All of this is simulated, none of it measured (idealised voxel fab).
process module | voxel wiring stack
For reference, the cross-section in this document is cut, with width 285 nm and square cells of 5 nm.
When this document writes out a cross-section, it uses a grid of square cells and lists it as bands, beginning at the top and moving down, with a band standing for one or more rows of cells. Within each band entry, the heights of the top and of the bottom of the band appear first, in that order and in nm; the materials of the band then follow from left to right, each with its corresponding width in nm. The designation "everywhere" on a single material indicates that it fills the band from edge to edge; the designation "air" indicates empty space. Convention: height 0 is the level below which the wafer, as received, is all one material. The lowest band does not terminate at the bottom but continues downward, represented as "top 0, no bottom". Graded width ("30 to 40"): value in top row of band = first number; value in bottom row = second number; row-to-row change constant. Reading "remained the same" for a step: not a cell of the cross-section changed in it. In "Enclosed void list" the enclosed voids are listed, meaning empty spaces of 8 cells or larger without any opening to the top. The form is width x height at distance, distance from the left edge, units nm. Whatever follows a step's settings on its line is a remark the simulator itself makes about that step. Among the settings permitted on a step's line is "overlay nm"; applied to a step with a mask, it specifies the extent to which the mask lay to the right of its planned position, whereas a negative figure signifies a position to the left.

[List of planned process steps]
| 1 | RECEIVE, material Si |
| 2 | CONFORMAL_DEP, material SiO2, thk nm 15 |
| 3 | CONFORMAL_DEP, material SiCN, thk nm 5 |
| 4 | DIRECTIONAL_DEP, material SiO2, thk nm 25 |
| 5 | MASKED_ETCH, tone open, mask id METAL_1, width nm 25, pitch nm 40, etch materials SiO2, depth nm 25, overlay nm 0 |
| 6 | MASKED_ETCH, tone open, mask id METAL_1, width nm 25, pitch nm 40, etch materials SiCN, depth nm 5, overlay nm 0 |
| 7 | CONFORMAL_DEP, material TiN, thk nm 5 |
| 8 | FILL_DEP, material Ru, thk nm 10 |
| 9 | CMP, height nm 45 |
| 10 | EPI, material Ru, thk nm 5 |
| 11 | FILL_DEP, material SiCN, thk nm 5 |
| 12 | DIRECTIONAL_DEP, material lowk, thk nm 35 |
| 13 | MASKED_ETCH, tone open, mask id METAL_2, width nm 25, pitch nm 40, etch materials lowk, depth nm 20, overlay nm 0 |
| 14 | MASKED_ETCH, tone open, mask id METAL_2_HOLES, width nm 15, pitch nm 80, etch materials lowk, depth nm 15, overlay nm 0 |
| 15 | MASKED_ETCH, tone open, mask id METAL_2_HOLES, width nm 15, pitch nm 80, etch materials SiCN, depth nm 5, overlay nm 0 |
| 16 | CONFORMAL_DEP, material TiN, thk nm 5 |
| 17 | FILL_DEP, material Cu, thk nm 5 |
| 18 | CMP, height nm 90 |
| 19 | CONFORMAL_DEP, material SiCN, thk nm 5 |
| 20 | DIRECTIONAL_DEP, material SiO2, thk nm 10 |
| 21 | DIRECTIONAL_DEP, material aC, thk nm 15 |
| 22 | PATTERN, tone open, mask id PLUG_2, material resist, width nm 15, pitch nm 40, thk nm 35, overlay nm 0 |
| 23 | DIRECTIONAL_ETCH, etch materials aC, depth nm 15 |
| 24 | STRIP, etch materials resist |
| 25 | DIRECTIONAL_ETCH, etch materials SiO2, depth nm 10 |
| 26 | DIRECTIONAL_ETCH, etch materials SiCN, depth nm 5 |
| 27 | STRIP, etch materials aC |
| 28 | EPI, material Ru, thk nm 10 |
| 29 | EPI, material Ru, thk nm 5 |
| 30 | CONFORMAL_DEP, material SiN, thk nm 5 |
| 31 | DIRECTIONAL_DEP, material lowk, thk nm 20 |
| 32 | DIRECTIONAL_DEP, material aC, thk nm 10 |
| 33 | PATTERN, tone open, mask id METAL_3, material resist, width nm 25, pitch nm 40, thk nm 30, overlay nm 0 |
| 34 | DIRECTIONAL_ETCH, etch materials aC, depth nm 10 |
| 35 | STRIP, etch materials resist |
| 36 | DIRECTIONAL_ETCH, etch materials lowk, depth nm 20 |
| 37 | DIRECTIONAL_ETCH, etch materials SiN, depth nm 5 |
| 38 | STRIP, etch materials aC |
| 39 | CONFORMAL_DEP, material TiN, thk nm 5 |
| 40 | FILL_DEP, material W, thk nm 10 |
| 41 | CMP, height nm 130 |
| 42 | CONFORMAL_DEP, material SiCN, thk nm 5 |
| 43 | DIRECTIONAL_DEP, material lowk, thk nm 15 |
| 44 | DIRECTIONAL_DEP, material aC, thk nm 15 |
| 45 | PATTERN, tone open, mask id PLUG_3, material resist, width nm 15, pitch nm 80, thk nm 35, overlay nm 0 |
| 46 | DIRECTIONAL_ETCH, etch materials aC, depth nm 15 |
| 47 | STRIP, etch materials resist |
| 48 | DIRECTIONAL_ETCH, etch materials lowk, depth nm 15 |
| 49 | DIRECTIONAL_ETCH, etch materials SiCN, depth nm 5 |
| 50 | STRIP, etch materials aC |
| 51 | EPI, material Ru, thk nm 10 |
| 52 | EPI, material Ru, thk nm 10 |
| 53 | DIRECTIONAL_DEP, material TiN, thk nm 5 |
| 54 | DIRECTIONAL_DEP, material Ru, thk nm 15 |
| 55 | MASKED_ETCH, tone cover, mask id METAL_4, width nm 25, pitch nm 40, etch materials Ru, depth nm 15, overlay nm 0 |
| 56 | MASKED_ETCH, tone cover, mask id METAL_4, width nm 25, pitch nm 40, etch materials TiN, depth nm 5, overlay nm 0 |
| 57 | CONFORMAL_DEP, material SiCN, thk nm 5 |
| 58 | FILL_DEP, material lowk, thk nm 10 |
| 59 | CMP, height nm 170 |
| 60 | CONFORMAL_DEP, material SiCN, thk nm 5 |

[First out of two wafers; run went to plan]

[Here's what the wafer looked like in cross-section when it arrived - that's after step 1]
* top 0, no bottom: Si everywhere
* Enclosed void list: none

[You're looking at a cross-section of the wafer after step 2]
* top 15, bottom 0: SiO2 everywhere
* Under the height 0 nothing was changed.

[You're looking at a cross-section of the wafer after step 3]
* top 20, bottom 15: SiCN everywhere
* Under the height 15 nothing was changed.

[You're looking at a cross-section of the wafer after step 4]
* top 45, bottom 20: SiO2 everywhere
* Under the height 20 nothing was changed.

[You're looking at a cross-section of the wafer after step 5]
* top 45, bottom 20: SiO2 70  air 25  SiO2 15  air 25  SiO2 15  air 25  SiO2 15  air 25  SiO2 70
* Under the height 20 nothing was changed.

[You're looking at a cross-section of the wafer after step 6]
* top 45, bottom 20: SiO2 70  air 25  SiO2 15  air 25  SiO2 15  air 25  SiO2 15  air 25  SiO2 70
* top 20, bottom 15: SiCN 70  air 25  SiCN 15  air 25  SiCN 15  air 25  SiCN 15  air 25  SiCN 70
* Under the height 15 nothing was changed.

[You're looking at a cross-section of the wafer after step 7]
* top 50, bottom 45: TiN 75  air 15  TiN 25  air 15  TiN 25  air 15  TiN 25  air 15  TiN 75
* top 45, bottom 20: SiO2 70  TiN 5  air 15  TiN 5  SiO2 15  TiN 5  air 15  TiN 5  SiO2 15  TiN 5  air 15  TiN 5  SiO2 15  TiN 5  air 15  TiN 5  SiO2 70
* top 20, bottom 15: SiCN 70  TiN 25  SiCN 15  TiN 25  SiCN 15  TiN 25  SiCN 15  TiN 25  SiCN 70
* Under the height 15 nothing was changed.

[You're looking at a cross-section of the wafer after step 8]
* top 60, bottom 50: Ru everywhere
* top 50, bottom 45: TiN 75  Ru 15  TiN 25  Ru 15  TiN 25  Ru 15  TiN 25  Ru 15  TiN 75
* top 45, bottom 20: SiO2 70  TiN 5  Ru 15  TiN 5  SiO2 15  TiN 5  Ru 15  TiN 5  SiO2 15  TiN 5  Ru 15  TiN 5  SiO2 15  TiN 5  Ru 15  TiN 5  SiO2 70
* Under the height 20 nothing was changed.

[You're looking at a cross-section of the wafer after step 9]
* top 45, bottom 20: SiO2 70  TiN 5  Ru 15  TiN 5  SiO2 15  TiN 5  Ru 15  TiN 5  SiO2 15  TiN 5  Ru 15  TiN 5  SiO2 15  TiN 5  Ru 15  TiN 5  SiO2 70
* Under the height 20 nothing was changed.

[You're looking at a cross-section of the wafer after step 10]
* top 50, bottom 45: air 65  Ru 35  air 5  Ru 35  air 5  Ru 35  air 5  Ru 35  air 65
* Under the height 45 nothing was changed.

[You're looking at a cross-section of the wafer after step 11]
* top 55, bottom 50: SiCN everywhere
* top 50, bottom 45: SiCN 65  Ru 35  SiCN 5  Ru 35  SiCN 5  Ru 35  SiCN 5  Ru 35  SiCN 65
* Under the height 45 nothing was changed.

[You're looking at a cross-section of the wafer after step 12]
* top 90, bottom 55: lowk everywhere
* Under the height 55 nothing was changed.

[You're looking at a cross-section of the wafer after step 13]
* top 90, bottom 70: lowk 70  air 25  lowk 15  air 25  lowk 15  air 25  lowk 15  air 25  lowk 70
* Under the height 70 nothing was changed.

[You're looking at a cross-section of the wafer after step 14]
* top 90, bottom 70: lowk 70  air 25  lowk 15  air 25  lowk 15  air 25  lowk 15  air 25  lowk 70
* top 70, bottom 55: lowk 70  air 15  lowk 65  air 15  lowk 120
* Under the height 55 nothing was changed.

[You're looking at a cross-section of the wafer after step 15]
* top 90, bottom 70: lowk 70  air 25  lowk 15  air 25  lowk 15  air 25  lowk 15  air 25  lowk 70
* top 70, bottom 55: lowk 70  air 15  lowk 65  air 15  lowk 120
* top 55, bottom 50: SiCN 70  air 15  SiCN 65  air 15  SiCN 120
* Under the height 50 nothing was changed.

[You're looking at a cross-section of the wafer after step 16]
* top 95, bottom 90: TiN 75  air 15  TiN 25  air 15  TiN 25  air 15  TiN 25  air 15  TiN 75
* top 90, bottom 75: lowk 70  TiN 5  air 15  TiN 5  lowk 15  TiN 5  air 15  TiN 5  lowk 15  TiN 5  air 15  TiN 5  lowk 15  TiN 5  air 15  TiN 5  lowk 70
* top 75, bottom 70: lowk 70  TiN 5  air 5  TiN 15  lowk 15  TiN 25  lowk 15  TiN 5  air 5  TiN 15  lowk 15  TiN 25  lowk 70
* top 70, bottom 55: lowk 70  TiN 5  air 5  TiN 5  lowk 65  TiN 5  air 5  TiN 5  lowk 120
* top 55, bottom 50: SiCN 70  TiN 15  SiCN 65  TiN 15  SiCN 120
* Under the height 50 nothing was changed.

[You're looking at a cross-section of the wafer after step 17]
* top 100, bottom 95: Cu everywhere
* top 95, bottom 90: TiN 75  Cu 15  TiN 25  Cu 15  TiN 25  Cu 15  TiN 25  Cu 15  TiN 75
* top 90, bottom 75: lowk 70  TiN 5  Cu 15  TiN 5  lowk 15  TiN 5  Cu 15  TiN 5  lowk 15  TiN 5  Cu 15  TiN 5  lowk 15  TiN 5  Cu 15  TiN 5  lowk 70
* top 75, bottom 70: lowk 70  TiN 5  Cu 5  TiN 15  lowk 15  TiN 25  lowk 15  TiN 5  Cu 5  TiN 15  lowk 15  TiN 25  lowk 70
* top 70, bottom 55: lowk 70  TiN 5  Cu 5  TiN 5  lowk 65  TiN 5  Cu 5  TiN 5  lowk 120
* Under the height 55 nothing was changed.

[You're looking at a cross-section of the wafer after step 18]
* top 90, bottom 75: lowk 70  TiN 5  Cu 15  TiN 5  lowk 15  TiN 5  Cu 15  TiN 5  lowk 15  TiN 5  Cu 15  TiN 5  lowk 15  TiN 5  Cu 15  TiN 5  lowk 70
* Under the height 75 nothing was changed.

[You're looking at a cross-section of the wafer after step 19]
* top 95, bottom 90: SiCN everywhere
* Under the height 90 nothing was changed.

[You're looking at a cross-section of the wafer after step 20]
* top 105, bottom 95: SiO2 everywhere
* Under the height 95 nothing was changed.

[You're looking at a cross-section of the wafer after step 21]
* top 120, bottom 105: aC everywhere
* Under the height 105 nothing was changed.

[You're looking at a cross-section of the wafer after step 22]
* top 155, bottom 120: resist 70  air 15  resist 25  air 15  resist 25  air 15  resist 25  air 15  resist 80
* Under the height 120 nothing was changed.

[You're looking at a cross-section of the wafer after step 23]
* top 140, bottom 120: resist 70  air 15  resist 25  air 15  resist 25  air 15  resist 25  air 15  resist 80
* top 120, bottom 105: aC 70  air 15  aC 25  air 15  aC 25  air 15  aC 25  air 15  aC 80
* Under the height 105 nothing was changed.

[You're looking at a cross-section of the wafer after step 24]
* top 120, bottom 105: aC 70  air 15  aC 25  air 15  aC 25  air 15  aC 25  air 15  aC 80
* Under the height 105 nothing was changed.

[You're looking at a cross-section of the wafer after step 25]
* top 120, bottom 105: aC 70  air 15  aC 25  air 15  aC 25  air 15  aC 25  air 15  aC 80
* top 105, bottom 95: SiO2 70  air 15  SiO2 25  air 15  SiO2 25  air 15  SiO2 25  air 15  SiO2 80
* Under the height 95 nothing was changed.

[You're looking at a cross-section of the wafer after step 26]
* top 120, bottom 105: aC 70  air 15  aC 25  air 15  aC 25  air 15  aC 25  air 15  aC 80
* top 105, bottom 95: SiO2 70  air 15  SiO2 25  air 15  SiO2 25  air 15  SiO2 25  air 15  SiO2 80
* top 95, bottom 90: SiCN 70  air 15  SiCN 25  air 15  SiCN 25  air 15  SiCN 25  air 15  SiCN 80
* Under the height 90 nothing was changed.

[You're looking at a cross-section of the wafer after step 27]
* top 105, bottom 95: SiO2 70  air 15  SiO2 25  air 15  SiO2 25  air 15  SiO2 25  air 15  SiO2 80
* Under the height 95 nothing was changed.

[You're looking at a cross-section of the wafer after step 28]
* top 105, bottom 100: SiO2 70  air 15  SiO2 25  air 15  SiO2 25  air 15  SiO2 25  air 15  SiO2 80
* top 100, bottom 95: SiO2 70  Ru 15  SiO2 25  Ru 15  SiO2 25  Ru 15  SiO2 25  Ru 15  SiO2 80
* top 95, bottom 90: SiCN 70  Ru 15  SiCN 25  Ru 15  SiCN 25  Ru 15  SiCN 25  Ru 15  SiCN 80
* Under the height 90 nothing was changed.

[You're looking at a cross-section of the wafer after step 29]
* top 105, bottom 95: SiO2 70  Ru 15  SiO2 25  Ru 15  SiO2 25  Ru 15  SiO2 25  Ru 15  SiO2 80
* Under the height 95 nothing was changed.

[You're looking at a cross-section of the wafer after step 30]
* top 110, bottom 105: SiN everywhere
* Under the height 105 nothing was changed.

[You're looking at a cross-section of the wafer after step 31]
* top 130, bottom 110: lowk everywhere
* Under the height 110 nothing was changed.

[You're looking at a cross-section of the wafer after step 32]
* top 140, bottom 130: aC everywhere
* Under the height 130 nothing was changed.

[You're looking at a cross-section of the wafer after step 33]
* top 170, bottom 140: resist 70  air 25  resist 15  air 25  resist 15  air 25  resist 15  air 25  resist 70
* Under the height 140 nothing was changed.

[You're looking at a cross-section of the wafer after step 34]
* top 160, bottom 140: resist 70  air 25  resist 15  air 25  resist 15  air 25  resist 15  air 25  resist 70
* top 140, bottom 130: aC 70  air 25  aC 15  air 25  aC 15  air 25  aC 15  air 25  aC 70
* Under the height 130 nothing was changed.

[You're looking at a cross-section of the wafer after step 35]
* top 140, bottom 130: aC 70  air 25  aC 15  air 25  aC 15  air 25  aC 15  air 25  aC 70
* Under the height 130 nothing was changed.

[You're looking at a cross-section of the wafer after step 36]
* top 140, bottom 130: aC 70  air 25  aC 15  air 25  aC 15  air 25  aC 15  air 25  aC 70
* top 130, bottom 110: lowk 70  air 25  lowk 15  air 25  lowk 15  air 25  lowk 15  air 25  lowk 70
* Under the height 110 nothing was changed.

[You're looking at a cross-section of the wafer after step 37]
* top 140, bottom 130: aC 70  air 25  aC 15  air 25  aC 15  air 25  aC 15  air 25  aC 70
* top 130, bottom 110: lowk 70  air 25  lowk 15  air 25  lowk 15  air 25  lowk 15  air 25  lowk 70
* top 110, bottom 105: SiN 70  air 25  SiN 15  air 25  SiN 15  air 25  SiN 15  air 25  SiN 70
* Under the height 105 nothing was changed.

[You're looking at a cross-section of the wafer after step 38]
* top 130, bottom 110: lowk 70  air 25  lowk 15  air 25  lowk 15  air 25  lowk 15  air 25  lowk 70
* Under the height 110 nothing was changed.

[You're looking at a cross-section of the wafer after step 39]
* top 135, bottom 130: TiN 75  air 15  TiN 25  air 15  TiN 25  air 15  TiN 25  air 15  TiN 75
* top 130, bottom 110: lowk 70  TiN 5  air 15  TiN 5  lowk 15  TiN 5  air 15  TiN 5  lowk 15  TiN 5  air 15  TiN 5  lowk 15  TiN 5  air 15  TiN 5  lowk 70
* top 110, bottom 105: SiN 70  TiN 25  SiN 15  TiN 25  SiN 15  TiN 25  SiN 15  TiN 25  SiN 70
* Under the height 105 nothing was changed.

[You're looking at a cross-section of the wafer after step 40]
* top 145, bottom 135: W everywhere
* top 135, bottom 130: TiN 75  W 15  TiN 25  W 15  TiN 25  W 15  TiN 25  W 15  TiN 75
* top 130, bottom 110: lowk 70  TiN 5  W 15  TiN 5  lowk 15  TiN 5  W 15  TiN 5  lowk 15  TiN 5  W 15  TiN 5  lowk 15  TiN 5  W 15  TiN 5  lowk 70
* Under the height 110 nothing was changed.

[You're looking at a cross-section of the wafer after step 41]
* top 130, bottom 110: lowk 70  TiN 5  W 15  TiN 5  lowk 15  TiN 5  W 15  TiN 5  lowk 15  TiN 5  W 15  TiN 5  lowk 15  TiN 5  W 15  TiN 5  lowk 70
* Under the height 110 nothing was changed.

[You're looking at a cross-section of the wafer after step 42]
* top 135, bottom 130: SiCN everywhere
* Under the height 130 nothing was changed.

[You're looking at a cross-section of the wafer after step 43]
* top 150, bottom 135: lowk everywhere
* Under the height 135 nothing was changed.

[You're looking at a cross-section of the wafer after step 44]
* top 165, bottom 150: aC everywhere
* Under the height 150 nothing was changed.

[You're looking at a cross-section of the wafer after step 45]
* top 200, bottom 165: resist 70  air 15  resist 65  air 15  resist 120
* Under the height 165 nothing was changed.

[You're looking at a cross-section of the wafer after step 46]
* top 185, bottom 165: resist 70  air 15  resist 65  air 15  resist 120
* top 165, bottom 150: aC 70  air 15  aC 65  air 15  aC 120
* Under the height 150 nothing was changed.

[You're looking at a cross-section of the wafer after step 47]
* top 165, bottom 150: aC 70  air 15  aC 65  air 15  aC 120
* Under the height 150 nothing was changed.

[You're looking at a cross-section of the wafer after step 48]
* top 165, bottom 150: aC 70  air 15  aC 65  air 15  aC 120
* top 150, bottom 135: lowk 70  air 15  lowk 65  air 15  lowk 120
* Under the height 135 nothing was changed.

[You're looking at a cross-section of the wafer after step 49]
* top 165, bottom 150: aC 70  air 15  aC 65  air 15  aC 120
* top 150, bottom 135: lowk 70  air 15  lowk 65  air 15  lowk 120
* top 135, bottom 130: SiCN 70  air 15  SiCN 65  air 15  SiCN 120
* Under the height 130 nothing was changed.

[You're looking at a cross-section of the wafer after step 50]
* top 150, bottom 135: lowk 70  air 15  lowk 65  air 15  lowk 120
* Under the height 135 nothing was changed.

[You're looking at a cross-section of the wafer after step 51]
* top 150, bottom 140: lowk 70  air 15  lowk 65  air 15  lowk 120
* top 140, bottom 135: lowk 70  Ru 15  lowk 65  Ru 15  lowk 120
* top 135, bottom 130: SiCN 70  Ru 15  SiCN 65  Ru 15  SiCN 120
* Under the height 130 nothing was changed.

[You're looking at a cross-section of the wafer after step 52]
* top 150, bottom 135: lowk 70  Ru 15  lowk 65  Ru 15  lowk 120
* Under the height 135 nothing was changed.

[You're looking at a cross-section of the wafer after step 53]
* top 155, bottom 150: TiN everywhere
* Under the height 150 nothing was changed.

[You're looking at a cross-section of the wafer after step 54]
* top 170, bottom 155: Ru everywhere
* Under the height 155 nothing was changed.

[You're looking at a cross-section of the wafer after step 55]
* top 170, bottom 155: air 70  Ru 25  air 15  Ru 25  air 15  Ru 25  air 15  Ru 25  air 70
* Under the height 155 nothing was changed.

[You're looking at a cross-section of the wafer after step 56]
* top 170, bottom 155: air 70  Ru 25  air 15  Ru 25  air 15  Ru 25  air 15  Ru 25  air 70
* top 155, bottom 150: air 70  TiN 25  air 15  TiN 25  air 15  TiN 25  air 15  TiN 25  air 70
* Under the height 150 nothing was changed.

[You're looking at a cross-section of the wafer after step 57]
* top 175, bottom 170: air 65  SiCN 35  air 5  SiCN 35  air 5  SiCN 35  air 5  SiCN 35  air 65
* top 170, bottom 155: air 65  SiCN 5  Ru 25  SiCN 5  air 5  SiCN 5  Ru 25  SiCN 5  air 5  SiCN 5  Ru 25  SiCN 5  air 5  SiCN 5  Ru 25  SiCN 5  air 65
* top 155, bottom 150: SiCN 70  TiN 25  SiCN 15  TiN 25  SiCN 15  TiN 25  SiCN 15  TiN 25  SiCN 70
* Under the height 150 nothing was changed.

[You're looking at a cross-section of the wafer after step 58]
* top 185, bottom 175: lowk everywhere
* top 175, bottom 170: lowk 65  SiCN 35  lowk 5  SiCN 35  lowk 5  SiCN 35  lowk 5  SiCN 35  lowk 65
* top 170, bottom 155: lowk 65  SiCN 5  Ru 25  SiCN 5  lowk 5  SiCN 5  Ru 25  SiCN 5  lowk 5  SiCN 5  Ru 25  SiCN 5  lowk 5  SiCN 5  Ru 25  SiCN 5  lowk 65
* Under the height 155 nothing was changed.

[You're looking at a cross-section of the wafer after step 59]
* top 170, bottom 155: lowk 65  SiCN 5  Ru 25  SiCN 5  lowk 5  SiCN 5  Ru 25  SiCN 5  lowk 5  SiCN 5  Ru 25  SiCN 5  lowk 5  SiCN 5  Ru 25  SiCN 5  lowk 65
* Under the height 155 nothing was changed.

[You're looking at a cross-section of the wafer after step 60]
* top 175, bottom 170: SiCN everywhere
* Under the height 170 nothing was changed.

[Second of two: same start, same plan, one run error; steps up to and including 54 match the first]

[Cross-section of the second wafer at the time by which step 55 should have been completed according to the plan]
* top 170, bottom 155: air 75  Ru 20  air 20  Ru 20  air 20  Ru 20  air 20  Ru 20  air 70
* Under the height 155 nothing was changed.

[Cross-section of the second wafer at the time by which step 56 should have been completed according to the plan]
* top 170, bottom 155: air 75  Ru 20  air 20  Ru 20  air 20  Ru 20  air 20  Ru 20  air 70
* top 155, bottom 150: air 70  TiN 25  air 15  TiN 25  air 15  TiN 25  air 15  TiN 25  air 70
* Under the height 150 nothing was changed.

[Cross-section of the second wafer at the time by which step 57 should have been completed according to the plan]
* top 175, bottom 170: air 70  SiCN 30  air 10  SiCN 30  air 10  SiCN 30  air 10  SiCN 30  air 65
* top 170, bottom 160: air 70  SiCN 5  Ru 20  SiCN 5  air 10  SiCN 5  Ru 20  SiCN 5  air 10  SiCN 5  Ru 20  SiCN 5  air 10  SiCN 5  Ru 20  SiCN 5  air 65
* top 160, bottom 155: air 65  SiCN 10  Ru 20  SiCN 5  air 5  SiCN 10  Ru 20  SiCN 5  air 5  SiCN 10  Ru 20  SiCN 5  air 5  SiCN 10  Ru 20  SiCN 5  air 65
* top 155, bottom 150: SiCN 70  TiN 25  SiCN 15  TiN 25  SiCN 15  TiN 25  SiCN 15  TiN 25  SiCN 70
* Under the height 150 nothing was changed.

[Cross-section of the second wafer at the time by which step 58 should have been completed according to the plan]
* top 185, bottom 175: lowk everywhere
* top 175, bottom 170: lowk 70  SiCN 30  lowk 10  SiCN 30  lowk 10  SiCN 30  lowk 10  SiCN 30  lowk 65
* top 170, bottom 160: lowk 70  SiCN 5  Ru 20  SiCN 5  lowk 10  SiCN 5  Ru 20  SiCN 5  lowk 10  SiCN 5  Ru 20  SiCN 5  lowk 10  SiCN 5  Ru 20  SiCN 5  lowk 65
* top 160, bottom 155: lowk 65  SiCN 10  Ru 20  SiCN 5  lowk 5  SiCN 10  Ru 20  SiCN 5  lowk 5  SiCN 10  Ru 20  SiCN 5  lowk 5  SiCN 10  Ru 20  SiCN 5  lowk 65
* Under the height 155 nothing was changed.

[Cross-section of the second wafer at the time by which step 59 should have been completed according to the plan]
* top 170, bottom 160: lowk 70  SiCN 5  Ru 20  SiCN 5  lowk 10  SiCN 5  Ru 20  SiCN 5  lowk 10  SiCN 5  Ru 20  SiCN 5  lowk 10  SiCN 5  Ru 20  SiCN 5  lowk 65
* Under the height 160 nothing was changed.

[Cross-section of the second wafer at the time by which step 60 should have been completed according to the plan]
* top 175, bottom 170: SiCN everywhere
* Under the height 170 nothing was changed.
It is concluded that the wafer was processed incorrectly with respect to the plan, in that step 55 was run on a setting that differed from the plan, and what really ran there is MASKED_ETCH, tone cover, mask id METAL_4, width nm 20, pitch nm 40, etch materials Ru, depth nm 15, overlay nm 0
End of process, cell counts, second wafer against first, materials with more or fewer: 12 fewer of Ru | 4 more of SiCN | 8 more of lowk
